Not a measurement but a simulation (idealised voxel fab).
process module | voxel spacer lines
cross-section cut | 285 nm wide | cells 5 nm
A cross-section is a grid of square cells, given in bands from the top down. A band is one or more rows of cells.
Each band's line starts with the height of the band's top and of its bottom, in nm. Then come its materials from left to right, each with its width in nm. One material with "throughout" fills the band from edge to edge. "air" is empty space.
Height 0 is the level under which the wafer as received is all one material. The lowest band goes on downwards, as in "0 down".
A width such as "30 to 40" changes by the same amount from each row of cells to the next, from the band's top row to its bottom row.
"no change" after a step means that no cell of the cross-section changed.
closed voids: empty space of 8 cells or more with no open way to the top, each as width x height at its distance from the left edge, in nm
after a step's settings: what the simulator itself notes on the step
overlay nm, on a step with a mask: how far to the right of its planned place the mask lay; to the left if negative
plan
1 op RECEIVE | material Si
2 op CONFORMAL_DEP | material Al2O3 | thk nm 10
3 op DIRECTIONAL_DEP | material W | thk nm 10
4 op DIRECTIONAL_DEP | material aC | thk nm 30
5 op PATTERN | tone cover | mask id MANDREL | material resist | width nm 25 | pitch nm 80 | thk nm 35 | overlay nm 0
6 op DIRECTIONAL_ETCH | etch materials aC | depth nm 30
7 op STRIP | etch materials resist
8 op CONFORMAL_DEP | material SiO2 | thk nm 15
9 op DIRECTIONAL_ETCH | etch materials SiO2 | depth nm 15
10 op STRIP | etch materials aC
11 op DIRECTIONAL_ETCH | etch materials W | depth nm 10
12 op STRIP | etch materials SiO2
first wafer, as planned
as received, after step 1
  0 down: Si throughout
  closed voids: none
after step 2
  10 to 0: Al2O3 throughout
  below 0: unchanged
after step 3
  20 to 10: W throughout
  below 10: unchanged
after step 4
  50 to 20: aC throughout
  below 20: unchanged
after step 5
  85 to 50: air 90 | resist 25 | air 55 | resist 25 | air 90
  below 50: unchanged
after step 6
  55 to 50: air 90 | resist 25 | air 55 | resist 25 | air 90
  50 to 20: air 90 | aC 25 | air 55 | aC 25 | air 90
  below 20: unchanged
after step 7
  50 to 20: air 90 | aC 25 | air 55 | aC 25 | air 90
  below 20: unchanged
after step 8
  65 to 50: air 75 | SiO2 55 | air 25 | SiO2 55 | air 75
  50 to 35: air 75 | SiO2 15 | aC 25 | SiO2 15 | air 25 | SiO2 15 | aC 25 | SiO2 15 | air 75
  35 to 20: SiO2 90 | aC 25 | SiO2 55 | aC 25 | SiO2 90
  below 20: unchanged
after step 9
  50 to 20: air 75 | SiO2 15 | aC 25 | SiO2 15 | air 25 | SiO2 15 | aC 25 | SiO2 15 | air 75
  below 20: unchanged
after step 10
  50 to 20: air 75 | SiO2 15 | air 25 | SiO2 15 | air 25 | SiO2 15 | air 25 | SiO2 15 | air 75
  below 20: unchanged
after step 11
  50 to 20: air 75 | SiO2 15 | air 25 | SiO2 15 | air 25 | SiO2 15 | air 25 | SiO2 15 | air 75
  20 to 10: air 75 | W 15 | air 25 | W 15 | air 25 | W 15 | air 25 | W 15 | air 75
  below 10: unchanged
after step 12
  20 to 10: air 75 | W 15 | air 25 | W 15 | air 25 | W 15 | air 25 | W 15 | air 75
  below 10: unchanged
second wafer: like start, like plan, one mistake. Through step 4 it matches the first wafer
when step 5 should have ended
  85 to 50: air 100 | resist 25 | air 55 | resist 25 | air 80
  below 50: unchanged
when step 6 should have ended
  55 to 50: air 100 | resist 25 | air 55 | resist 25 | air 80
  50 to 20: air 100 | aC 25 | air 55 | aC 25 | air 80
  below 20: unchanged
when step 7 should have ended
  50 to 20: air 100 | aC 25 | air 55 | aC 25 | air 80
  below 20: unchanged
when step 8 should have ended
  65 to 50: air 85 | SiO2 55 | air 25 | SiO2 55 | air 65
  50 to 35: air 85 | SiO2 15 | aC 25 | SiO2 15 | air 25 | SiO2 15 | aC 25 | SiO2 15 | air 65
  35 to 20: SiO2 100 | aC 25 | SiO2 55 | aC 25 | SiO2 80
  below 20: unchanged
when step 9 should have ended
  50 to 20: air 85 | SiO2 15 | aC 25 | SiO2 15 | air 25 | SiO2 15 | aC 25 | SiO2 15 | air 65
  below 20: unchanged
when step 10 should have ended
  50 to 20: air 85 | SiO2 15 | air 25 | SiO2 15 | air 25 | SiO2 15 | air 25 | SiO2 15 | air 65
  below 20: unchanged
when step 11 should have ended
  50 to 20: air 85 | SiO2 15 | air 25 | SiO2 15 | air 25 | SiO2 15 | air 25 | SiO2 15 | air 65
  20 to 10: air 85 | W 15 | air 25 | W 15 | air 25 | W 15 | air 25 | W 15 | air 65
  below 10: unchanged
when step 12 should have ended
  20 to 10: air 85 | W 15 | air 25 | W 15 | air 25 | W 15 | air 25 | W 15 | air 65
  below 10: unchanged
what went wrong: step 5 ran as: op PATTERN | tone cover | mask id MANDREL | material resist | width nm 25 | pitch nm 80 | thk nm 35 | overlay nm 10
at the end the second wafer has, in cells: as many of each material as the first, in other places
